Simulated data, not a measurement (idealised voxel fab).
process module | voxel capacitor over wiring
cross-section cut | 235 nm wide | cells 5 nm
A cross-section is a grid of square cells, given in bands from the top down. A band is one or more rows of cells.
Each band's line starts with the height of the band's top and of its bottom, in nm. Then come its materials from left to right, each with its width in nm. One material with "throughout" fills the band from edge to edge. "air" is empty space.
Height 0 is the level under which the wafer as received is all one material. The lowest band goes on downwards, as in "0 down".
A width such as "30 to 40" changes by the same amount from each row of cells to the next, from the band's top row to its bottom row.
"no change" after a step means that no cell of the cross-section changed.
closed voids: empty space of 8 cells or more with no open way to the top, each as width x height at its distance from the left edge, in nm
after a step's settings: what the simulator itself notes on the step
overlay nm, on a step with a mask: how far to the right of its planned place the mask lay; to the left if negative
plan
1 op RECEIVE | material Si
2 op CONFORMAL_DEP | material SiO2 | thk nm 10
3 op DIRECTIONAL_DEP | material TiN | thk nm 5
4 op DIRECTIONAL_DEP | material Ru | thk nm 25
5 op DIRECTIONAL_DEP | material aC | thk nm 10
6 op PATTERN | tone cover | mask id METAL_1 | material resist | width nm 30 | pitch nm 80 | thk nm 25 | overlay nm 0
7 op DIRECTIONAL_ETCH | etch materials aC | depth nm 10
8 op STRIP | etch materials resist
9 op DIRECTIONAL_ETCH | etch materials Ru | depth nm 25
10 op DIRECTIONAL_ETCH | etch materials TiN | depth nm 5
11 op STRIP | etch materials aC
12 op CONFORMAL_DEP | material SiCN | thk nm 5
13 op FILL_DEP | material lowk | thk nm 10
14 op CMP | height nm 40
15 op CONFORMAL_DEP | material SiCN | thk nm 5
16 op DIRECTIONAL_DEP | material lowk | thk nm 10
17 op MASKED_ETCH | tone open | mask id PLUG_1 | width nm 15 | etch materials lowk | depth nm 10 | overlay nm 0
18 op MASKED_ETCH | tone open | mask id PLUG_1 | width nm 15 | etch materials SiCN | depth nm 5 | overlay nm 0
19 op CONFORMAL_DEP | material TiN | thk nm 5
20 op FILL_DEP | material Cu | thk nm 10
21 op CMP | height nm 55
22 op DIRECTIONAL_DEP | material TiN | thk nm 10
23 op DIRECTIONAL_DEP | material Al2O3 | thk nm 5
24 op DIRECTIONAL_DEP | material TiN | thk nm 5
25 op PATTERN | tone cover | mask id UPPER_PLATE | material resist | width nm 45 | thk nm 15 | overlay nm 0
26 op DIRECTIONAL_ETCH | etch materials TiN | depth nm 5
27 op DIRECTIONAL_ETCH | etch materials Al2O3 | depth nm 5
28 op STRIP | etch materials resist
29 op MASKED_ETCH | tone cover | mask id LOWER_PLATE | width nm 65 | etch materials TiN | depth nm 10 | overlay nm 0
30 op FILL_DEP | material SiO2 | thk nm 15
31 op CMP | height nm 85
32 op PATTERN | tone open | mask id PLUG_2 | material resist | width nm 15 | thk nm 20 | overlay nm 0
33 op DIRECTIONAL_ETCH | etch materials SiO2 | depth nm 10
34 op STRIP | etch materials resist
35 op CONFORMAL_DEP | material TiN | thk nm 5
36 op FILL_DEP | material Cu | thk nm 10
37 op CMP | height nm 85
38 op CONFORMAL_DEP | material SiN | thk nm 5
varied across the wafers: width nm of step 25. The plan shows the first wafer's value. All wafers start alike
first wafer as received, after step 1
  0 down: Si throughout
  closed voids: none
first wafer at the end, after step 38
  90 to 85: SiN throughout
  85 to 80: SiO2 85 | TiN 5 | Cu 5 | TiN 5 | SiO2 135
  80 to 70: SiO2 85 to 80 | TiN 15 to 45 | SiO2 135 to 110
  70 to 65: SiO2 80 | Al2O3 45 | SiO2 110
  65 to 55: SiO2 70 | TiN 65 | SiO2 100
  55 to 45: lowk 75 | TiN 5 | Cu 5 | TiN 5 | lowk 145
  45 to 40: SiCN 75 | TiN 15 | SiCN 145
  40 to 15: lowk 55 | SiCN 5 | Ru 30 | SiCN 5 | lowk 40 | SiCN 5 | Ru 30 | SiCN 5 | lowk 60
  15 to 10: SiCN 60 | TiN 30 | SiCN 50 | TiN 30 | SiCN 65
  10 to 0: SiO2 throughout
  0 down: Si throughout
  closed voids: none
last wafer at the end
  90 to 85: SiN throughout
  85 to 80: SiO2 85 | TiN 5 | Cu 5 | TiN 5 | SiO2 135
  80 to 70: SiO2 85 to 70 | TiN 15 to 65 | SiO2 135 to 100
  70 to 65: SiO2 70 | Al2O3 70 | SiO2 95
  65 to 55: SiO2 70 | TiN 70 | SiO2 95
  55 to 45: lowk 75 | TiN 5 | Cu 5 | TiN 5 | lowk 145
  45 to 40: SiCN 75 | TiN 15 | SiCN 145
  40 to 15: lowk 55 | SiCN 5 | Ru 30 | SiCN 5 | lowk 40 | SiCN 5 | Ru 30 | SiCN 5 | lowk 60
  15 to 10: SiCN 60 | TiN 30 | SiCN 50 | TiN 30 | SiCN 65
  10 to 0: SiO2 throughout
  0 down: Si throughout
  closed voids: none
each wafer at the end: cells of each material gained (+) or lost (-) since it was received, then its closed voids
width nm 45 | +9 Al2O3 | +3 Cu | +60 Ru | +99 SiCN | +47 SiN | +326 SiO2 | +59 TiN | +243 lowk | closed voids: none
width nm 50 | +10 Al2O3 | +3 Cu | +60 Ru | +99 SiCN | +47 SiN | +324 SiO2 | +60 TiN | +243 lowk | closed voids: none
width nm 55 | +11 Al2O3 | +3 Cu | +60 Ru | +99 SiCN | +47 SiN | +322 SiO2 | +61 TiN | +243 lowk | closed voids: none
width nm 60 | +12 Al2O3 | +3 Cu | +60 Ru | +99 SiCN | +47 SiN | +320 SiO2 | +62 TiN | +243 lowk | closed voids: none
width nm 65 | +13 Al2O3 | +3 Cu | +60 Ru | +99 SiCN | +47 SiN | +318 SiO2 | +63 TiN | +243 lowk | closed voids: none
width nm 70 | +14 Al2O3 | +3 Cu | +60 Ru | +99 SiCN | +47 SiN | +315 SiO2 | +65 TiN | +243 lowk | closed voids: none
